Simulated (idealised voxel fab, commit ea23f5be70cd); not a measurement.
process module | voxel transistor to metal
cross-section cut | 235 nm wide | cells 5 nm
A cross-section is a grid of square cells, given in bands from the top down. A band is one or more rows of cells.
Each band's line starts with the height of the band's top and of its bottom, in nm. Then come its materials from left to right, each with its width in nm. One material with "throughout" fills the band from edge to edge. "air" is empty space.
Height 0 is the level under which the wafer as received is all one material. The lowest band goes on downwards, as in "0 down".
A width such as "30 to 40" changes by the same amount from each row of cells to the next, from the band's top row to its bottom row.
"no change" after a step means that no cell of the cross-section changed.
closed voids: empty space of 8 cells or more with no open way to the top, each as width x height at its distance from the left edge, in nm
after a step's settings: what the simulator itself notes on the step
overlay nm, on a step with a mask: how far to the right of its planned place the mask lay; to the left if negative
plan
1 op RECEIVE | material Si
2 op OXIDIZE | depth nm 5
3 op CONFORMAL_DEP | material SiN | thk nm 15
4 op DIRECTIONAL_DEP | material aC | thk nm 15
5 op PATTERN | tone cover | mask id ACTIVE | material resist | width nm 85 | pitch nm 105 | thk nm 35 | overlay nm 0
6 op DIRECTIONAL_ETCH | etch materials aC | depth nm 15
7 op STRIP | etch materials resist
8 op DIRECTIONAL_ETCH | etch materials SiN | depth nm 15
9 op DIRECTIONAL_ETCH | etch materials SiO2 | depth nm 5
10 op DIRECTIONAL_ETCH | etch materials Si | depth nm 30
11 op STRIP | etch materials aC
12 op OXIDIZE | depth nm 5
13 op FILL_DEP | material SiO2 | thk nm 15
14 op CMP | height nm 15
15 op SELECTIVE_ETCH | etch materials SiO2 | depth nm 10
16 op STRIP | etch materials SiN
17 op SELECTIVE_ETCH | etch materials SiO2 | depth nm 5
18 op OXIDIZE | depth nm 5
19 op DIRECTIONAL_DEP | material polySi | thk nm 20
20 op DIRECTIONAL_DEP | material SiCN | thk nm 15
21 op DIRECTIONAL_DEP | material aC | thk nm 10
22 op PATTERN | tone cover | mask id GATE | material resist | width nm 15 | pitch nm 105 | thk nm 30 | overlay nm 0
23 op DIRECTIONAL_ETCH | etch materials aC | depth nm 10
24 op STRIP | etch materials resist
25 op DIRECTIONAL_ETCH | etch materials SiCN | depth nm 25
26 op DIRECTIONAL_ETCH | etch materials polySi | depth nm 30
27 op STRIP | etch materials aC
28 op CONFORMAL_DEP | material SiO2 | thk nm 5
29 op DIRECTIONAL_ETCH | etch materials SiO2 | depth nm 5
30 op CONFORMAL_DEP | material SiN | thk nm 5
31 op DIRECTIONAL_ETCH | etch materials SiN | depth nm 5
32 op DIRECTIONAL_ETCH | etch materials SiO2 | depth nm 5
33 op DIRECTIONAL_ETCH | etch materials Si | depth nm 5
34 op EPI | material SiGe | thk nm 5
35 op FILL_DEP | material SiO2 | thk nm 5
36 op CMP | height nm 30
37 op DIRECTIONAL_DEP | material SiO2 | thk nm 10
38 op PATTERN | tone open | mask id CONTACT | material resist | width nm 15 | thk nm 15 | overlay nm 0
39 op DIRECTIONAL_ETCH | etch materials SiO2 | depth nm 50
40 op STRIP | etch materials resist
41 op CONFORMAL_DEP | material TiN | thk nm 5
42 op FILL_DEP | material W | thk nm 10
43 op CMP | height nm 40
44 op DIRECTIONAL_DEP | material TiN | thk nm 5
45 op DIRECTIONAL_DEP | material W | thk nm 25
46 op MASKED_ETCH | tone cover | mask id METAL_1 | width nm 15 | etch materials W | depth nm 25 | overlay nm 0
47 op MASKED_ETCH | tone cover | mask id METAL_1 | width nm 15 | etch materials TiN | depth nm 5 | overlay nm 0
48 op FILL_DEP | material SiO2 | thk nm 10
49 op CMP | height nm 70
50 op CONFORMAL_DEP | material SiCN | thk nm 5
51 op DIRECTIONAL_DEP | material SiO2 | thk nm 30
52 op PATTERN | tone open | mask id METAL_2 | material resist | width nm 15 | pitch nm 105 | thk nm 15 | overlay nm 0
53 op DIRECTIONAL_ETCH | etch materials SiO2 | depth nm 15
54 op STRIP | etch materials resist
55 op PATTERN | tone open | mask id METAL_2_HOLES | material resist | width nm 15 | pitch nm 105 | thk nm 20 | overlay nm -10
56 op DIRECTIONAL_ETCH | etch materials SiO2 | depth nm 15
57 op DIRECTIONAL_ETCH | etch materials SiCN | depth nm 5
58 op STRIP | etch materials resist
59 op CONFORMAL_DEP | material TiN | thk nm 5
60 op FILL_DEP | material Ru | thk nm 5
61 op CMP | height nm 105
62 op CONFORMAL_DEP | material SiCN | thk nm 5
varied across the wafers: overlay nm of step 55. The plan shows the first wafer's value. All wafers start alike
first wafer as received, after step 1
  0 down: Si throughout
  closed voids: none
first wafer at the end, after step 62
  110 to 105: SiCN throughout
  105 to 95: SiO2 15 | TiN 5 | Ru 15 | TiN 5 | SiO2 80 | TiN 5 | Ru 15 | TiN 5 | SiO2 90
  95 to 90: SiO2 15 | TiN 25 | SiO2 80 | TiN 25 | SiO2 90
  90 to 75: SiO2 25 | TiN 5 | SiO2 100 | TiN 5 | SiO2 100
  75 to 70: SiCN 25 | TiN 5 | SiCN 100 | TiN 5 | SiCN 100
  70 to 45: SiO2 25 | W 15 | SiO2 45 | W 15 | SiO2 30 | W 15 | SiO2 45 | W 15 | SiO2 30
  45 to 40: SiO2 25 | TiN 15 | SiO2 45 | TiN 15 | SiO2 30 | TiN 15 | SiO2 45 | TiN 15 | SiO2 30
  40 to 30: SiO2 25 | TiN 5 | W 5 | TiN 5 | SiO2 45 | TiN 5 | W 5 | TiN 5 | SiO2 30 | TiN 5 | W 5 | TiN 5 | SiO2 45 | TiN 5 | W 5 | TiN 5 | SiO2 30
  30 to 15: SiO2 25 | TiN 5 | W 5 | TiN 5 | SiO2 5 | SiN 5 | SiO2 5 | SiCN 15 | SiO2 5 | SiN 5 | SiO2 5 | TiN 5 | W 5 | TiN 5 | SiO2 30 | TiN 5 | W 5 | TiN 5 | SiO2 5 | SiN 5 | SiO2 5 | SiCN 15 | SiO2 5 | SiN 5 | SiO2 5 | TiN 5 | W 5 | TiN 5 | SiO2 30
  15 to 0: SiO2 25 | TiN 5 | W 5 | TiN 5 | SiO2 5 | SiN 5 | SiO2 5 | polySi 15 | SiO2 5 | SiN 5 | SiO2 5 | TiN 5 | W 5 | TiN 5 | SiO2 30 | TiN 5 | W 5 | TiN 5 | SiO2 5 | SiN 5 | SiO2 5 | polySi 15 | SiO2 5 | SiN 5 | SiO2 5 | TiN 5 | W 5 | TiN 5 | SiO2 30
  0 to -5: SiO2 20 | SiN 5 | TiN 5 | W 5 | TiN 5 | SiO2 5 | SiN 5 | SiO2 5 | polySi 15 | SiO2 5 | SiN 5 | SiO2 5 | TiN 5 | W 5 | TiN 5 | SiN 5 | SiO2 20 | SiN 5 | TiN 5 | W 5 | TiN 5 | SiO2 5 | SiN 5 | SiO2 5 | polySi 15 | SiO2 5 | SiN 5 | SiO2 5 | TiN 5 | W 5 | TiN 5 | SiN 5 | SiO2 25
  -5 to -10: SiO2 25 | TiN 15 | SiGe 5 | SiO2 35 | SiGe 5 | TiN 15 | SiO2 30 | TiN 15 | SiGe 5 | SiO2 35 | SiGe 5 | TiN 15 | SiO2 30
  -10 to -15: SiO2 25 | SiGe 20 | Si 35 | SiGe 20 | SiO2 30 | SiGe 20 | Si 35 | SiGe 20 | SiO2 30
  -15 to -40: SiO2 25 | Si 75 | SiO2 30 | Si 75 | SiO2 30
  -40 down: Si throughout
  closed voids: none
last wafer at the end
  110 to 105: SiCN throughout
  105 to 95: SiO2 25 | TiN 5 | Ru 20 | TiN 5 | SiO2 75 | TiN 5 | Ru 20 | TiN 5 | SiO2 75
  95 to 90: SiO2 25 | TiN 30 | SiO2 75 | TiN 30 | SiO2 75
  90 to 75: SiO2 throughout
  75 to 70: SiCN throughout
  70 to 45: SiO2 25 | W 15 | SiO2 45 | W 15 | SiO2 30 | W 15 | SiO2 45 | W 15 | SiO2 30
  45 to 40: SiO2 25 | TiN 15 | SiO2 45 | TiN 15 | SiO2 30 | TiN 15 | SiO2 45 | TiN 15 | SiO2 30
  40 to 30: SiO2 25 | TiN 5 | W 5 | TiN 5 | SiO2 45 | TiN 5 | W 5 | TiN 5 | SiO2 30 | TiN 5 | W 5 | TiN 5 | SiO2 45 | TiN 5 | W 5 | TiN 5 | SiO2 30
  30 to 15: SiO2 25 | TiN 5 | W 5 | TiN 5 | SiO2 5 | SiN 5 | SiO2 5 | SiCN 15 | SiO2 5 | SiN 5 | SiO2 5 | TiN 5 | W 5 | TiN 5 | SiO2 30 | TiN 5 | W 5 | TiN 5 | SiO2 5 | SiN 5 | SiO2 5 | SiCN 15 | SiO2 5 | SiN 5 | SiO2 5 | TiN 5 | W 5 | TiN 5 | SiO2 30
  15 to 0: SiO2 25 | TiN 5 | W 5 | TiN 5 | SiO2 5 | SiN 5 | SiO2 5 | polySi 15 | SiO2 5 | SiN 5 | SiO2 5 | TiN 5 | W 5 | TiN 5 | SiO2 30 | TiN 5 | W 5 | TiN 5 | SiO2 5 | SiN 5 | SiO2 5 | polySi 15 | SiO2 5 | SiN 5 | SiO2 5 | TiN 5 | W 5 | TiN 5 | SiO2 30
  0 to -5: SiO2 20 | SiN 5 | TiN 5 | W 5 | TiN 5 | SiO2 5 | SiN 5 | SiO2 5 | polySi 15 | SiO2 5 | SiN 5 | SiO2 5 | TiN 5 | W 5 | TiN 5 | SiN 5 | SiO2 20 | SiN 5 | TiN 5 | W 5 | TiN 5 | SiO2 5 | SiN 5 | SiO2 5 | polySi 15 | SiO2 5 | SiN 5 | SiO2 5 | TiN 5 | W 5 | TiN 5 | SiN 5 | SiO2 25
  -5 to -10: SiO2 25 | TiN 15 | SiGe 5 | SiO2 35 | SiGe 5 | TiN 15 | SiO2 30 | TiN 15 | SiGe 5 | SiO2 35 | SiGe 5 | TiN 15 | SiO2 30
  -10 to -15: SiO2 25 | SiGe 20 | Si 35 | SiGe 20 | SiO2 30 | SiGe 20 | Si 35 | SiGe 20 | SiO2 30
  -15 to -40: SiO2 25 | Si 75 | SiO2 30 | Si 75 | SiO2 30
  -40 down: Si throughout
  closed voids: none
each wafer at the end: cells of each material gained (+) or lost (-) since it was received, then its closed voids
overlay nm -10 | +12 Ru | -212 Si | +110 SiCN | +20 SiGe | +32 SiN | +830 SiO2 | +122 TiN | +96 W | +24 polySi | closed voids: none
overlay nm -5 | +8 Ru | -212 Si | +108 SiCN | +20 SiGe | +32 SiN | +830 SiO2 | +128 TiN | +96 W | +24 polySi | closed voids: none
overlay nm 0 | +12 Ru | -212 Si | +106 SiCN | +20 SiGe | +32 SiN | +830 SiO2 | +126 TiN | +96 W | +24 polySi | closed voids: none
overlay nm 5 | +8 Ru | -212 Si | +108 SiCN | +20 SiGe | +32 SiN | +830 SiO2 | +128 TiN | +96 W | +24 polySi | closed voids: none
overlay nm 10 | +12 Ru | -212 Si | +110 SiCN | +20 SiGe | +32 SiN | +830 SiO2 | +122 TiN | +96 W | +24 polySi | closed voids: none
overlay nm 15 | +16 Ru | -212 Si | +112 SiCN | +20 SiGe | +32 SiN | +830 SiO2 | +116 TiN | +96 W | +24 polySi | closed voids: none
